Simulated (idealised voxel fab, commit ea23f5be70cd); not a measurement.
process module | voxel self aligned contacts
cross-section cut | 170 nm wide | cells 5 nm
A cross-section is a grid of square cells, given in bands from the top down. A band is one or more rows of cells.
Each band's line starts with the height of the band's top and of its bottom, in nm. Then come its materials from left to right, each with its width in nm. One material with "throughout" fills the band from edge to edge. "air" is empty space.
Height 0 is the level under which the wafer as received is all one material. The lowest band goes on downwards, as in "0 down".
A width such as "30 to 40" changes by the same amount from each row of cells to the next, from the band's top row to its bottom row.
"no change" after a step means that no cell of the cross-section changed.
closed voids: empty space of 8 cells or more with no open way to the top, each as width x height at its distance from the left edge, in nm
after a step's settings: what the simulator itself notes on the step
overlay nm, on a step with a mask: how far to the right of its planned place the mask lay; to the left if negative
plan
1 op RECEIVE | material Si
2 op CONFORMAL_DEP | material SiO2 | thk nm 5
3 op DIRECTIONAL_DEP | material polySi | thk nm 30
4 op DIRECTIONAL_DEP | material SiN | thk nm 25
5 op MASKED_ETCH | tone cover | mask id GATE | width nm 30 | pitch nm 70 | etch materials SiN | depth nm 25 | overlay nm 0
6 op MASKED_ETCH | tone cover | mask id GATE | width nm 30 | pitch nm 70 | etch materials polySi | depth nm 30 | overlay nm 0
7 op CONFORMAL_DEP | material SiN | thk nm 10
8 op DIRECTIONAL_ETCH | etch materials SiN | depth nm 10
9 op FILL_DEP | material SiO2 | thk nm 10
10 op CMP | height nm 65
11 op DIRECTIONAL_DEP | material aC | thk nm 15
12 op PATTERN | tone open | mask id CONTACT | material resist | width nm 50 | thk nm 35 | overlay nm 0
13 op DIRECTIONAL_ETCH | etch materials aC | depth nm 15
14 op STRIP | etch materials resist
15 op DIRECTIONAL_ETCH | etch materials SiO2 | depth nm 65
16 op STRIP | etch materials aC
17 op CONFORMAL_DEP | material TiN | thk nm 5
18 op FILL_DEP | material W | thk nm 5
19 op CMP | height nm 65
20 op CONFORMAL_DEP | material SiN | thk nm 5
as received, after step 1
  0 down: Si throughout
  closed voids: none
first wafer at the end, as planned
  70 to 65: SiN throughout
  65 to 60: SiO2 60 | TiN 20 | W 10 | TiN 20 | SiO2 60
  60 to 35: SiO2 25 | SiN 50 | TiN 5 | W 10 | TiN 5 | SiN 50 | SiO2 25
  35 to 5: SiO2 25 | SiN 10 | polySi 30 | SiN 10 | TiN 5 | W 10 | TiN 5 | SiN 10 | polySi 30 | SiN 10 | SiO2 25
  5 to 0: SiO2 75 | TiN 20 | SiO2 75
  0 down: Si throughout
  closed voids: none
second wafer at the end: like start, like plan, one mistake
  70 to 65: SiN throughout
  65 to 60: SiO2 60 | TiN 20 | W 10 | TiN 20 | SiO2 60
  60 to 35: SiO2 25 | SiN 10 | polySi 30 | SiN 10 | TiN 5 | W 10 | TiN 5 | SiN 10 | polySi 30 | SiN 10 | SiO2 25
  35 to 30: SiO2 25 | SiN 10 | polySi 30 | SiN 10 | TiN 20 | SiN 10 | polySi 30 | SiN 10 | SiO2 25
  30 to 5: SiN throughout
  5 to 0: SiO2 throughout
  0 down: Si throughout
  closed voids: none
what went wrong: steps 3 and 4 were swapped
at the end the second wafer has, in cells: 70 more of SiN | 46 fewer of SiO2 | 12 fewer of TiN | 12 fewer of W
